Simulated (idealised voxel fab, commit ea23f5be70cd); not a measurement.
process module | voxel ribs on slabs
cross-section cut | 215 nm wide | cells 5 nm
A cross-section is a grid of square cells, given in bands from the top down. A band is one or more rows of cells.
Each band's line starts with the height of the band's top and of its bottom, in nm. Then come its materials from left to right, each with its width in nm. One material with "throughout" fills the band from edge to edge. "air" is empty space.
Height 0 is the level under which the wafer as received is all one material. The lowest band goes on downwards, as in "0 down".
A width such as "30 to 40" changes by the same amount from each row of cells to the next, from the band's top row to its bottom row.
"no change" after a step means that no cell of the cross-section changed.
closed voids: empty space of 8 cells or more with no open way to the top, each as width x height at its distance from the left edge, in nm
after a step's settings: what the simulator itself notes on the step
overlay nm, on a step with a mask: how far to the right of its planned place the mask lay; to the left if negative
plan
1 op RECEIVE | material Si
2 op DIRECTIONAL_DEP | material SiO2 | thk nm 25
3 op DIRECTIONAL_DEP | material SiN | thk nm 25
4 op MASKED_ETCH | tone cover | mask id RIB | width nm 30 | etch materials SiN | depth nm 15 | overlay nm 0
5 op DIRECTIONAL_DEP | material aC | thk nm 15
6 op PATTERN | tone cover | mask id SLAB | material resist | width nm 60 | thk nm 35 | overlay nm 0
7 op DIRECTIONAL_ETCH | etch materials aC | depth nm 15
8 op STRIP | etch materials resist
9 op DIRECTIONAL_ETCH | etch materials SiN | depth nm 10
10 op STRIP | etch materials aC
11 op FILL_DEP | material SiO2 | thk nm 25
12 op CMP | height nm 70
13 op DIRECTIONAL_DEP | material W | thk nm 10
14 op PATTERN | tone cover | mask id HEATER | material resist | width nm 40 | thk nm 20 | overlay nm 0
15 op DIRECTIONAL_ETCH | etch materials W | depth nm 10
16 op STRIP | etch materials resist
17 op CONFORMAL_DEP | material SiO2 | thk nm 5
as received, after step 1
  0 down: Si throughout
  closed voids: none
first wafer at the end, as planned
  85 to 80: air 80 | SiO2 50 | air 85
  80 to 75: air 80 | SiO2 5 | W 40 | SiO2 5 | air 85
  75 to 70: SiO2 85 | W 40 | SiO2 90
  70 to 50: SiO2 throughout
  50 to 35: SiO2 90 | SiN 30 | SiO2 95
  35 to 25: SiO2 75 | SiN 60 | SiO2 80
  25 to 0: SiO2 throughout
  0 down: Si throughout
  closed voids: none
second wafer at the end: like start, like plan, one mistake
  85 to 80: air 80 | SiO2 50 | air 85
  80 to 75: air 80 | SiO2 5 | W 40 | SiO2 5 | air 85
  75 to 70: SiO2 85 | W 40 | SiO2 90
  70 to 25: SiO2 throughout
  25 to 0: SiN throughout
  0 down: Si throughout
  closed voids: none
what went wrong: steps 2 and 3 were swapped
at the end the second wafer has, in cells: 173 more of SiN | 173 fewer of SiO2
